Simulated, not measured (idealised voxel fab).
Process module in this document: voxel fin reveal
The figure presents cross-section cut, which has a width of 295 nm and is divided into square cells with an edge length of 5 nm.
Cross-section spec: square-cell grid; bands listed top down; each band is one or more rows. In this notation a band is specified by the heights of its top and bottom, in that order and in nm, after which its materials appear from left to right, each paired with its width in nm. The word "throughout" attached to a single material means that material fills the band from edge to edge; the word "blank" stands for empty space. Heights are reckoned from 0. Under this level, the received wafer is all of one material. The bottommost band is open-ended downward, for example "z 0 and below". The notation "30..40" denotes a width that varies across the rows of cells in the band, beginning at the first number in the top row, finishing at the second number in the bottom row, and changing by an identical amount from each row to the next. "nothing different" means the step left every cell of the cross-section as it was. Entry "Enclosed void listing". Content: empty spaces with no open connection to the top, size 8 cells or greater. Each: width x height at distance. Distance: from left edge. Unit: nm. Note: text after step settings on the step line = simulator remark on that step. overlay nm: mask offset rightward from planned place, masked step; negative means leftward offset.

List of planned process steps:
1) RECEIVE, material Si
2) CONFORMAL_DEP, material SiN, thk nm 5
3) MASKED_ETCH, tone cover, mask id FINS, width nm 15, pitch nm 45, etch materials SiN, depth nm 5, overlay nm 0
4) MASKED_ETCH, tone cover, mask id FINS, width nm 15, pitch nm 45, etch materials Si, depth nm 30, overlay nm 0
5) OXIDIZE, depth nm 5
6) FILL_DEP, material SiO2, thk nm 5
7) CMP, height nm 5
8) SELECTIVE_ETCH, etch materials SiO2, depth nm 25
9) STRIP, etch materials SiN

First out of two wafers; run went to plan:

The cross-section here shows the wafer as received, i.e. in its state after step 1:
z 0 and below: Si throughout
Enclosed void listing: none

Cross-section of the wafer after step 2:
z 5 to 0: SiN throughout
Lower than 0, everything is as it was.

Cross-section of the wafer after step 3:
z 5 to 0: 95 of blank  15 of SiN  30 of blank  15 of SiN  30 of blank  15 of SiN  95 of blank
Lower than 0, everything is as it was.

Cross-section of the wafer after step 4:
z 5 to 0: 95 of blank  15 of SiN  30 of blank  15 of SiN  30 of blank  15 of SiN  95 of blank
z 0 to -30: 95 of blank  15 of Si  30 of blank  15 of Si  30 of blank  15 of Si  95 of blank
Lower than -30, everything is as it was.

Cross-section of the wafer after step 5:
z 5 to 0: 95 of blank  15 of SiN  30 of blank  15 of SiN  30 of blank  15 of SiN  95 of blank
z 0 to -30: 95 of blank  5 of SiO2  5 of Si  5 of SiO2  30 of blank  5 of SiO2  5 of Si  5 of SiO2  30 of blank  5 of SiO2  5 of Si  5 of SiO2  95 of blank
z -30 to -35: 100 of SiO2  5 of Si  40 of SiO2  5 of Si  40 of SiO2  5 of Si  100 of SiO2
Lower than -35, everything is as it was.

Cross-section of the wafer after step 6:
z 10 to 5: SiO2 throughout
z 5 to 0: 95 of SiO2  15 of SiN  30 of SiO2  15 of SiN  30 of SiO2  15 of SiN  95 of SiO2
z 0 to -35: 100 of SiO2  5 of Si  40 of SiO2  5 of Si  40 of SiO2  5 of Si  100 of SiO2
Lower than -35, everything is as it was.

Cross-section of the wafer after step 7:
z 5 to 0: 95 of SiO2  15 of SiN  30 of SiO2  15 of SiN  30 of SiO2  15 of SiN  95 of SiO2
Lower than 0, everything is as it was.

Cross-section of the wafer after step 8:
z 5 to 0: 95 of blank  15 of SiN  30 of blank  15 of SiN  30 of blank  15 of SiN  95 of blank
z 0 to -20: 100 of blank  5 of Si  40 of blank  5 of Si  40 of blank  5 of Si  100 of blank
Lower than -20, everything is as it was.

Cross-section of the wafer after step 9:
z 0 to -20: 100 of blank  5 of Si  40 of blank  5 of Si  40 of blank  5 of Si  100 of blank
Lower than -20, everything is as it was.

What follows concerns the second wafer, which started out like the first and was meant to follow the very same plan; one mistake crept in when it was run, but everything up to and including step 8 is the same as for the first wafer:

The second wafer cut through, at the time step 9 was supposed to be finished: nothing different
What was the processing mistake? plan step 9 skipped
In the final state, the cell counts of the second wafer exceed or fall short of those of the first for the following materials: 9 more of SiN
